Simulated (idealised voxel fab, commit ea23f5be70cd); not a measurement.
Process module, titled voxel double patterning
The cross-section shown here is cut; it is 240 nm wide and divided into square cells measuring 5 nm on a side.
Cross-section spec: square-cell grid; bands listed top down; each band is one or more rows. A band entry consists of two parts. The first gives the height of the band's top and the height of its bottom, in nm. The rest lists the band's materials from left to right, each with its width in nm. A single material labelled with the word "throughout" fills the band from edge to edge, and the word "empty" marks empty space. Below 0: as-received wafer, all one material; heights counted from there. Lowest band: no bottom, goes on down, written "0 nm and below". Quick explanation for "30..40": the width changes in equal steps down the rows of cells, from the first number in the band's top row to the second number in its bottom row. "stayed the same" (step): cross-section cells unchanged, all of them. So "Tabulated closed voids" is basically the list of trapped voids: any empty space of 8 cells or more that can't reach the top through an opening. They're written width x height at distance, the distance being from the left edge, and it's all nm. That trailing text on a step's line, after the settings, is the simulator's own remark on the step. The "overlay nm" setting may appear on a step's line; for a step that uses a mask, it gives how far to the right of its planned position the mask lay, and a negative value indicates the left.
### Planned step list for the process
| 1 | RECEIVE (material Si) |
| 2 | CONFORMAL_DEP (material SiN; thk nm 5) |
| 3 | DIRECTIONAL_DEP (material SiO2; thk nm 10) |
| 4 | DIRECTIONAL_DEP (material SiCN; thk nm 10) |
| 5 | PATTERN (tone open; mask id FIRST; material resist; width nm 15; pitch nm 50; thk nm 15; overlay nm 0) |
| 6 | DIRECTIONAL_ETCH (etch materials SiCN; depth nm 10) |
| 7 | STRIP (etch materials resist) |
| 8 | MASKED_ETCH (tone open; mask id SECOND; width nm 15; pitch nm 50; etch materials SiCN; depth nm 10; overlay nm 0) |
| 9 | DIRECTIONAL_ETCH (etch materials SiO2; depth nm 10) |
| 10 | STRIP (etch materials SiCN) |
### First of two wafers, with the run carried out as planned
### This is the cross-section of the wafer as we received it, i.e. after step 1
> 0 nm and below | Si throughout
> Tabulated closed voids: none
### Take a look at the wafer's cross-section after step 2
> 5 nm to 0 nm | SiN throughout
> Everything below 0 is unchanged.
### Take a look at the wafer's cross-section after step 3
> 15 nm to 5 nm | SiO2 throughout
> Everything below 5 is unchanged.
### Take a look at the wafer's cross-section after step 4
> 25 nm to 15 nm | SiCN throughout
> Everything below 15 is unchanged.
### Take a look at the wafer's cross-section after step 5
> 40 nm to 25 nm | 60 of resist | 15 of empty | 35 of resist | 15 of empty | 35 of resist | 15 of empty | 65 of resist
> Everything below 25 is unchanged.
### Take a look at the wafer's cross-section after step 6
> 40 nm to 25 nm | 60 of resist | 15 of empty | 35 of resist | 15 of empty | 35 of resist | 15 of empty | 65 of resist
> 25 nm to 15 nm | 60 of SiCN | 15 of empty | 35 of SiCN | 15 of empty | 35 of SiCN | 15 of empty | 65 of SiCN
> Everything below 15 is unchanged.
### Take a look at the wafer's cross-section after step 7
> 25 nm to 15 nm | 60 of SiCN | 15 of empty | 35 of SiCN | 15 of empty | 35 of SiCN | 15 of empty | 65 of SiCN
> Everything below 15 is unchanged.
### Take a look at the wafer's cross-section after step 8
> 25 nm to 15 nm | 60 of SiCN | 15 of empty | 10 of SiCN | 15 of empty | 10 of SiCN | 15 of empty | 10 of SiCN | 15 of empty | 10 of SiCN | 15 of empty | 65 of SiCN
> Everything below 15 is unchanged.
### Take a look at the wafer's cross-section after step 9
> 25 nm to 15 nm | 60 of SiCN | 15 of empty | 10 of SiCN | 15 of empty | 10 of SiCN | 15 of empty | 10 of SiCN | 15 of empty | 10 of SiCN | 15 of empty | 65 of SiCN
> 15 nm to 5 nm | 60 of SiO2 | 15 of empty | 10 of SiO2 | 15 of empty | 10 of SiO2 | 15 of empty | 10 of SiO2 | 15 of empty | 10 of SiO2 | 15 of empty | 65 of SiO2
> Everything below 5 is unchanged.
### Take a look at the wafer's cross-section after step 10
> 15 nm to 5 nm | 60 of SiO2 | 15 of empty | 10 of SiO2 | 15 of empty | 10 of SiO2 | 15 of empty | 10 of SiO2 | 15 of empty | 10 of SiO2 | 15 of empty | 65 of SiO2
> Everything below 5 is unchanged.
### Second wafer - shared start and plan with the first - one error in running - same as the first up to step 1 inclusive
### Look at the second wafer in cross-section at the time step 2 ought to have finished
> 5 nm to 0 nm | SiO2 throughout
> Everything below 0 is unchanged.
### Look at the second wafer in cross-section at the time step 3 ought to have finished
> 15 nm to 0 nm | SiO2 throughout
> Everything below 0 is unchanged.
### Look at the second wafer in cross-section at the time step 4 ought to have finished
> 25 nm to 15 nm | SiCN throughout
> Everything below 15 is unchanged.
### Look at the second wafer in cross-section at the time step 5 ought to have finished
> 40 nm to 25 nm | 60 of resist | 15 of empty | 35 of resist | 15 of empty | 35 of resist | 15 of empty | 65 of resist
> Everything below 25 is unchanged.
### Look at the second wafer in cross-section at the time step 6 ought to have finished
> 40 nm to 25 nm | 60 of resist | 15 of empty | 35 of resist | 15 of empty | 35 of resist | 15 of empty | 65 of resist
> 25 nm to 15 nm | 60 of SiCN | 15 of empty | 35 of SiCN | 15 of empty | 35 of SiCN | 15 of empty | 65 of SiCN
> Everything below 15 is unchanged.
### Look at the second wafer in cross-section at the time step 7 ought to have finished
> 25 nm to 15 nm | 60 of SiCN | 15 of empty | 35 of SiCN | 15 of empty | 35 of SiCN | 15 of empty | 65 of SiCN
> Everything below 15 is unchanged.
### Look at the second wafer in cross-section at the time step 8 ought to have finished
> 25 nm to 15 nm | 60 of SiCN | 15 of empty | 10 of SiCN | 15 of empty | 10 of SiCN | 15 of empty | 10 of SiCN | 15 of empty | 10 of SiCN | 15 of empty | 65 of SiCN
> Everything below 15 is unchanged.
### Look at the second wafer in cross-section at the time step 9 ought to have finished
> 25 nm to 15 nm | 60 of SiCN | 15 of empty | 10 of SiCN | 15 of empty | 10 of SiCN | 15 of empty | 10 of SiCN | 15 of empty | 10 of SiCN | 15 of empty | 65 of SiCN
> 15 nm to 5 nm | 60 of SiO2 | 15 of empty | 10 of SiO2 | 15 of empty | 10 of SiO2 | 15 of empty | 10 of SiO2 | 15 of empty | 10 of SiO2 | 15 of empty | 65 of SiO2
> Everything below 5 is unchanged.
### Look at the second wafer in cross-section at the time step 10 ought to have finished
> 15 nm to 5 nm | 60 of SiO2 | 15 of empty | 10 of SiO2 | 15 of empty | 10 of SiO2 | 15 of empty | 10 of SiO2 | 15 of empty | 10 of SiO2 | 15 of empty | 65 of SiO2
> Everything below 5 is unchanged.
It is concluded that the wafer was processed incorrectly with respect to the plan, in that contrary to plan, step 2 was performed as CONFORMAL_DEP (material SiO2; thk nm 5)
Once processing is complete, comparing cell counts shows that the second wafer has more or fewer of certain materials than the first: SiN: 48 fewer | SiO2: 48 more
